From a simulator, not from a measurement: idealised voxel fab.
process module | voxel self aligned contacts
cross-section cut | 220 nm wide | cells 5 nm
A cross-section is a grid of square cells, given in bands from the top down. A band is one or more rows of cells.
Each band's line starts with the height of the band's top and of its bottom, in nm. Then come its materials from left to right, each with its width in nm. One material with "throughout" fills the band from edge to edge. "air" is empty space.
Height 0 is the level under which the wafer as received is all one material. The lowest band goes on downwards, as in "0 down".
A width such as "30 to 40" changes by the same amount from each row of cells to the next, from the band's top row to its bottom row.
"no change" after a step means that no cell of the cross-section changed.
closed voids: empty space of 8 cells or more with no open way to the top, each as width x height at its distance from the left edge, in nm
after a step's settings: what the simulator itself notes on the step
overlay nm, on a step with a mask: how far to the right of its planned place the mask lay; to the left if negative
plan
1 op RECEIVE | material Si
2 op OXIDIZE | depth nm 5
3 op DIRECTIONAL_DEP | material polySi | thk nm 30
4 op DIRECTIONAL_DEP | material SiN | thk nm 15
5 op MASKED_ETCH | tone cover | mask id GATE | width nm 30 | pitch nm 60 | etch materials SiN | depth nm 15 | overlay nm 0
6 op MASKED_ETCH | tone cover | mask id GATE | width nm 30 | pitch nm 60 | etch materials polySi | depth nm 30 | overlay nm 0
7 op CONFORMAL_DEP | material SiN | thk nm 5
8 op DIRECTIONAL_ETCH | etch materials SiN | depth nm 5
9 op FILL_DEP | material SiO2 | thk nm 15
10 op CMP | height nm 55
11 op PATTERN | tone open | mask id CONTACT | material resist | width nm 40 | pitch nm 60 | thk nm 20 | overlay nm 0
12 op DIRECTIONAL_ETCH | etch materials SiO2 | depth nm 60
13 op STRIP | etch materials resist
14 op CONFORMAL_DEP | material TiN | thk nm 5
15 op FILL_DEP | material W | thk nm 5
16 op CMP | height nm 55
17 op CONFORMAL_DEP | material SiN | thk nm 5
first wafer, as planned
as received, after step 1
  0 down: Si throughout
  closed voids: none
after step 2
  0 to -5: SiO2 throughout
  below -5: unchanged
after step 3
  30 to 0: polySi throughout
  below 0: unchanged
after step 4
  45 to 30: SiN throughout
  below 30: unchanged
after step 5
  45 to 30: air 35 | SiN 30 | air 30 | SiN 30 | air 30 | SiN 30 | air 35
  below 30: unchanged
after step 6
  45 to 30: air 35 | SiN 30 | air 30 | SiN 30 | air 30 | SiN 30 | air 35
  30 to 0: air 35 | polySi 30 | air 30 | polySi 30 | air 30 | polySi 30 | air 35
  below 0: unchanged
after step 7
  50 to 30: air 30 | SiN 40 | air 20 | SiN 40 | air 20 | SiN 40 | air 30
  30 to 5: air 30 | SiN 5 | polySi 30 | SiN 5 | air 20 | SiN 5 | polySi 30 | SiN 5 | air 20 | SiN 5 | polySi 30 | SiN 5 | air 30
  5 to 0: SiN 35 | polySi 30 | SiN 30 | polySi 30 | SiN 30 | polySi 30 | SiN 35
  below 0: unchanged
after step 8
  45 to 30: air 30 | SiN 40 | air 20 | SiN 40 | air 20 | SiN 40 | air 30
  30 to 0: air 30 | SiN 5 | polySi 30 | SiN 5 | air 20 | SiN 5 | polySi 30 | SiN 5 | air 20 | SiN 5 | polySi 30 | SiN 5 | air 30
  below 0: unchanged
after step 9
  60 to 45: SiO2 throughout
  45 to 30: SiO2 30 | SiN 40 | SiO2 20 | SiN 40 | SiO2 20 | SiN 40 | SiO2 30
  30 to 0: SiO2 30 | SiN 5 | polySi 30 | SiN 5 | SiO2 20 | SiN 5 | polySi 30 | SiN 5 | SiO2 20 | SiN 5 | polySi 30 | SiN 5 | SiO2 30
  below 0: unchanged
after step 10
  55 to 45: SiO2 throughout
  below 45: unchanged
after step 11
  75 to 55: resist 60 | air 40 | resist 20 | air 40 | resist 60
  below 55: unchanged
after step 12
  75 to 55: resist 60 | air 40 | resist 20 | air 40 | resist 60
  55 to 45: SiO2 60 | air 40 | SiO2 20 | air 40 | SiO2 60
  45 to 30: SiO2 30 | SiN 40 | air 20 | SiN 40 | air 20 | SiN 40 | SiO2 30
  30 to 0: SiO2 30 | SiN 5 | polySi 30 | SiN 5 | air 20 | SiN 5 | polySi 30 | SiN 5 | air 20 | SiN 5 | polySi 30 | SiN 5 | SiO2 30
  0 to -5: SiO2 70 | air 20 | SiO2 40 | air 20 | SiO2 70
  below -5: unchanged
after step 13
  55 to 45: SiO2 60 | air 40 | SiO2 20 | air 40 | SiO2 60
  below 45: unchanged
after step 14
  60 to 55: TiN 65 | air 30 | TiN 30 | air 30 | TiN 65
  55 to 45: SiO2 60 | TiN 5 to 15 | air 30 to 10 | TiN 5 to 15 | SiO2 20 | TiN 5 to 15 | air 30 to 10 | TiN 5 to 15 | SiO2 60
  45 to 30: SiO2 30 | SiN 40 | TiN 5 | air 10 | TiN 5 | SiN 40 | TiN 5 | air 10 | TiN 5 | SiN 40 | SiO2 30
  30 to 0: SiO2 30 | SiN 5 | polySi 30 | SiN 5 | TiN 5 | air 10 | TiN 5 | SiN 5 | polySi 30 | SiN 5 | TiN 5 | air 10 | TiN 5 | SiN 5 | polySi 30 | SiN 5 | SiO2 30
  0 to -5: SiO2 70 | TiN 20 | SiO2 40 | TiN 20 | SiO2 70
  below -5: unchanged
after step 15
  65 to 60: W throughout
  60 to 55: TiN 65 | W 30 | TiN 30 | W 30 | TiN 65
  55 to 45: SiO2 60 | TiN 5 to 15 | W 30 to 10 | TiN 5 to 15 | SiO2 20 | TiN 5 to 15 | W 30 to 10 | TiN 5 to 15 | SiO2 60
  45 to 30: SiO2 30 | SiN 40 | TiN 5 | W 10 | TiN 5 | SiN 40 | TiN 5 | W 10 | TiN 5 | SiN 40 | SiO2 30
  30 to 0: SiO2 30 | SiN 5 | polySi 30 | SiN 5 | TiN 5 | W 10 | TiN 5 | SiN 5 | polySi 30 | SiN 5 | TiN 5 | W 10 | TiN 5 | SiN 5 | polySi 30 | SiN 5 | SiO2 30
  below 0: unchanged
after step 16
  55 to 45: SiO2 60 | TiN 5 to 15 | W 30 to 10 | TiN 5 to 15 | SiO2 20 | TiN 5 to 15 | W 30 to 10 | TiN 5 to 15 | SiO2 60
  below 45: unchanged
after step 17
  60 to 55: SiN throughout
  below 55: unchanged
second wafer: like start, like plan, one mistake. Through step 4 it matches the first wafer
when step 5 should have ended
  45 to 30: air 35 | SiN 35 | air 25 | SiN 35 | air 25 | SiN 35 | air 30
  below 30: unchanged
when step 6 should have ended
  45 to 30: air 35 | SiN 35 | air 25 | SiN 35 | air 25 | SiN 35 | air 30
  30 to 0: air 35 | polySi 35 | air 25 | polySi 35 | air 25 | polySi 35 | air 30
  below 0: unchanged
when step 7 should have ended
  50 to 30: air 30 | SiN 45 | air 15 | SiN 45 | air 15 | SiN 45 | air 25
  30 to 5: air 30 | SiN 5 | polySi 35 | SiN 5 | air 15 | SiN 5 | polySi 35 | SiN 5 | air 15 | SiN 5 | polySi 35 | SiN 5 | air 25
  5 to 0: SiN 35 | polySi 35 | SiN 25 | polySi 35 | SiN 25 | polySi 35 | SiN 30
  below 0: unchanged
when step 8 should have ended
  45 to 30: air 30 | SiN 45 | air 15 | SiN 45 | air 15 | SiN 45 | air 25
  30 to 0: air 30 | SiN 5 | polySi 35 | SiN 5 | air 15 | SiN 5 | polySi 35 | SiN 5 | air 15 | SiN 5 | polySi 35 | SiN 5 | air 25
  below 0: unchanged
when step 9 should have ended
  60 to 45: SiO2 throughout
  45 to 30: SiO2 30 | SiN 45 | SiO2 15 | SiN 45 | SiO2 15 | SiN 45 | SiO2 25
  30 to 0: SiO2 30 | SiN 5 | polySi 35 | SiN 5 | SiO2 15 | SiN 5 | polySi 35 | SiN 5 | SiO2 15 | SiN 5 | polySi 35 | SiN 5 | SiO2 25
  below 0: unchanged
when step 10 should have ended
  55 to 45: SiO2 throughout
  below 45: unchanged
when step 11 should have ended
  75 to 55: resist 60 | air 40 | resist 20 | air 40 | resist 60
  below 55: unchanged
when step 12 should have ended
  75 to 55: resist 60 | air 40 | resist 20 | air 40 | resist 60
  55 to 45: SiO2 60 | air 40 | SiO2 20 | air 40 | SiO2 60
  45 to 30: SiO2 30 | SiN 45 | air 15 | SiN 45 | air 15 | SiN 45 | SiO2 25
  30 to 0: SiO2 30 | SiN 5 | polySi 35 | SiN 5 | air 15 | SiN 5 | polySi 35 | SiN 5 | air 15 | SiN 5 | polySi 35 | SiN 5 | SiO2 25
  0 to -5: SiO2 75 | air 15 | SiO2 45 | air 15 | SiO2 70
  below -5: unchanged
when step 13 should have ended
  55 to 45: SiO2 60 | air 40 | SiO2 20 | air 40 | SiO2 60
  below 45: unchanged
when step 14 should have ended
  60 to 55: TiN 65 | air 30 | TiN 30 | air 30 | TiN 65
  55 to 45: SiO2 60 | TiN 5 to 20 | air 30 to 5 | TiN 5 to 15 | SiO2 20 | TiN 5 to 20 | air 30 to 5 | TiN 5 to 15 | SiO2 60
  45 to 30: SiO2 30 | SiN 45 | TiN 5 | air 5 | TiN 5 | SiN 45 | TiN 5 | air 5 | TiN 5 | SiN 45 | SiO2 25
  30 to 0: SiO2 30 | SiN 5 | polySi 35 | SiN 5 | TiN 5 | air 5 | TiN 5 | SiN 5 | polySi 35 | SiN 5 | TiN 5 | air 5 | TiN 5 | SiN 5 | polySi 35 | SiN 5 | SiO2 25
  0 to -5: SiO2 75 | TiN 15 | SiO2 45 | TiN 15 | SiO2 70
  below -5: unchanged
when step 15 should have ended
  65 to 60: W throughout
  60 to 55: TiN 65 | W 30 | TiN 30 | W 30 | TiN 65
  55 to 45: SiO2 60 | TiN 5 to 20 | W 30 to 5 | TiN 5 to 15 | SiO2 20 | TiN 5 to 20 | W 30 to 5 | TiN 5 to 15 | SiO2 60
  45 to 30: SiO2 30 | SiN 45 | TiN 5 | W 5 | TiN 5 | SiN 45 | TiN 5 | W 5 | TiN 5 | SiN 45 | SiO2 25
  30 to 0: SiO2 30 | SiN 5 | polySi 35 | SiN 5 | TiN 5 | W 5 | TiN 5 | SiN 5 | polySi 35 | SiN 5 | TiN 5 | W 5 | TiN 5 | SiN 5 | polySi 35 | SiN 5 | SiO2 25
  below 0: unchanged
when step 16 should have ended
  55 to 45: SiO2 60 | TiN 5 to 20 | W 30 to 5 | TiN 5 to 15 | SiO2 20 | TiN 5 to 20 | W 30 to 5 | TiN 5 to 15 | SiO2 60
  below 45: unchanged
when step 17 should have ended
  60 to 55: SiN throughout
  below 55: unchanged
what went wrong: step 5 ran as: op MASKED_ETCH | tone cover | mask id GATE | width nm 35 | pitch nm 60 | etch materials SiN | depth nm 15 | overlay nm 0
at the end the second wafer has, in cells: 9 more of SiN | 7 fewer of SiO2 | 20 fewer of W | 18 more of polySi
